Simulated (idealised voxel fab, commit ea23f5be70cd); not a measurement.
process module | voxel wiring stack
cross-section cut | 165 nm wide | cells 5 nm
A cross-section is a grid of square cells, given in bands from the top down. A band is one or more rows of cells.
Each band's line starts with the height of the band's top and of its bottom, in nm. Then come its materials from left to right, each with its width in nm. One material with "throughout" fills the band from edge to edge. "air" is empty space.
Height 0 is the level under which the wafer as received is all one material. The lowest band goes on downwards, as in "0 down".
A width such as "30 to 40" changes by the same amount from each row of cells to the next, from the band's top row to its bottom row.
"no change" after a step means that no cell of the cross-section changed.
closed voids: empty space of 8 cells or more with no open way to the top, each as width x height at its distance from the left edge, in nm
after a step's settings: what the simulator itself notes on the step
overlay nm, on a step with a mask: how far to the right of its planned place the mask lay; to the left if negative
plan
1 op RECEIVE | material Si
2 op CONFORMAL_DEP | material SiO2 | thk nm 15
3 op DIRECTIONAL_DEP | material TiN | thk nm 5
4 op DIRECTIONAL_DEP | material Ru | thk nm 15
5 op MASKED_ETCH | tone cover | mask id METAL_1 | width nm 25 | pitch nm 50 | etch materials Ru | depth nm 15 | overlay nm 0
6 op MASKED_ETCH | tone cover | mask id METAL_1 | width nm 25 | pitch nm 50 | etch materials TiN | depth nm 5 | overlay nm 0
7 op CONFORMAL_DEP | material SiCN | thk nm 5
8 op FILL_DEP | material SiO2 | thk nm 10
9 op CMP | height nm 35
10 op CONFORMAL_DEP | material SiCN | thk nm 5
11 op DIRECTIONAL_DEP | material SiO2 | thk nm 30
12 op MASKED_ETCH | tone open | mask id METAL_2 | width nm 25 | pitch nm 50 | etch materials SiO2 | depth nm 15 | overlay nm 0
13 op MASKED_ETCH | tone open | mask id METAL_2_HOLES | width nm 15 | etch materials SiO2 | depth nm 15 | overlay nm 0
14 op MASKED_ETCH | tone open | mask id METAL_2_HOLES | width nm 15 | etch materials SiCN | depth nm 5 | overlay nm 0
15 op CONFORMAL_DEP | material TiN | thk nm 5
16 op FILL_DEP | material Cu | thk nm 5
17 op CMP | height nm 70
18 op CONFORMAL_DEP | material SiCN | thk nm 5
first wafer, as planned
as received, after step 1
  0 down: Si throughout
  closed voids: none
after step 2
  15 to 0: SiO2 throughout
  below 0: unchanged
after step 3
  20 to 15: TiN throughout
  below 15: unchanged
after step 4
  35 to 20: Ru throughout
  below 20: unchanged
after step 5
  35 to 20: air 45 | Ru 25 | air 25 | Ru 25 | air 45
  below 20: unchanged
after step 6
  35 to 20: air 45 | Ru 25 | air 25 | Ru 25 | air 45
  20 to 15: air 45 | TiN 25 | air 25 | TiN 25 | air 45
  below 15: unchanged
after step 7
  40 to 35: air 40 | SiCN 35 | air 15 | SiCN 35 | air 40
  35 to 20: air 40 | SiCN 5 | Ru 25 | SiCN 5 | air 15 | SiCN 5 | Ru 25 | SiCN 5 | air 40
  20 to 15: SiCN 45 | TiN 25 | SiCN 25 | TiN 25 | SiCN 45
  below 15: unchanged
after step 8
  50 to 40: SiO2 throughout
  40 to 35: SiO2 40 | SiCN 35 | SiO2 15 | SiCN 35 | SiO2 40
  35 to 20: SiO2 40 | SiCN 5 | Ru 25 | SiCN 5 | SiO2 15 | SiCN 5 | Ru 25 | SiCN 5 | SiO2 40
  below 20: unchanged
after step 9
  35 to 20: SiO2 40 | SiCN 5 | Ru 25 | SiCN 5 | SiO2 15 | SiCN 5 | Ru 25 | SiCN 5 | SiO2 40
  below 20: unchanged
after step 10
  40 to 35: SiCN throughout
  below 35: unchanged
after step 11
  70 to 40: SiO2 throughout
  below 40: unchanged
after step 12
  70 to 55: SiO2 45 | air 25 | SiO2 25 | air 25 | SiO2 45
  below 55: unchanged
after step 13
  70 to 55: SiO2 45 | air 25 | SiO2 25 | air 25 | SiO2 45
  55 to 40: SiO2 45 | air 15 | SiO2 105
  below 40: unchanged
after step 14
  70 to 55: SiO2 45 | air 25 | SiO2 25 | air 25 | SiO2 45
  55 to 40: SiO2 45 | air 15 | SiO2 105
  40 to 35: SiCN 45 | air 15 | SiCN 105
  below 35: unchanged
after step 15
  75 to 70: TiN 50 | air 15 | TiN 35 | air 15 | TiN 50
  70 to 60: SiO2 45 | TiN 5 | air 15 | TiN 5 | SiO2 25 | TiN 5 | air 15 | TiN 5 | SiO2 45
  60 to 55: SiO2 45 | TiN 5 | air 5 | TiN 15 | SiO2 25 | TiN 25 | SiO2 45
  55 to 40: SiO2 45 | TiN 5 | air 5 | TiN 5 | SiO2 105
  40 to 35: SiCN 45 | TiN 15 | SiCN 105
  below 35: unchanged
after step 16
  80 to 75: Cu throughout
  75 to 70: TiN 50 | Cu 15 | TiN 35 | Cu 15 | TiN 50
  70 to 60: SiO2 45 | TiN 5 | Cu 15 | TiN 5 | SiO2 25 | TiN 5 | Cu 15 | TiN 5 | SiO2 45
  60 to 55: SiO2 45 | TiN 5 | Cu 5 | TiN 15 | SiO2 25 | TiN 25 | SiO2 45
  55 to 40: SiO2 45 | TiN 5 | Cu 5 | TiN 5 | SiO2 105
  below 40: unchanged
after step 17
  70 to 60: SiO2 45 | TiN 5 | Cu 15 | TiN 5 | SiO2 25 | TiN 5 | Cu 15 | TiN 5 | SiO2 45
  below 60: unchanged
after step 18
  75 to 70: SiCN throughout
  below 70: unchanged
second wafer: like start, like plan, one mistake. Through step 16 it matches the first wafer
when step 17 should have ended
  65 to 60: SiO2 45 | TiN 5 | Cu 15 | TiN 5 | SiO2 25 | TiN 5 | Cu 15 | TiN 5 | SiO2 45
  below 60: unchanged
when step 18 should have ended
  70 to 65: SiCN throughout
  below 65: unchanged
what went wrong: step 17 ran as: op CMP | height nm 65
at the end the second wafer has, in cells: 6 fewer of Cu | 23 fewer of SiO2 | 4 fewer of TiN
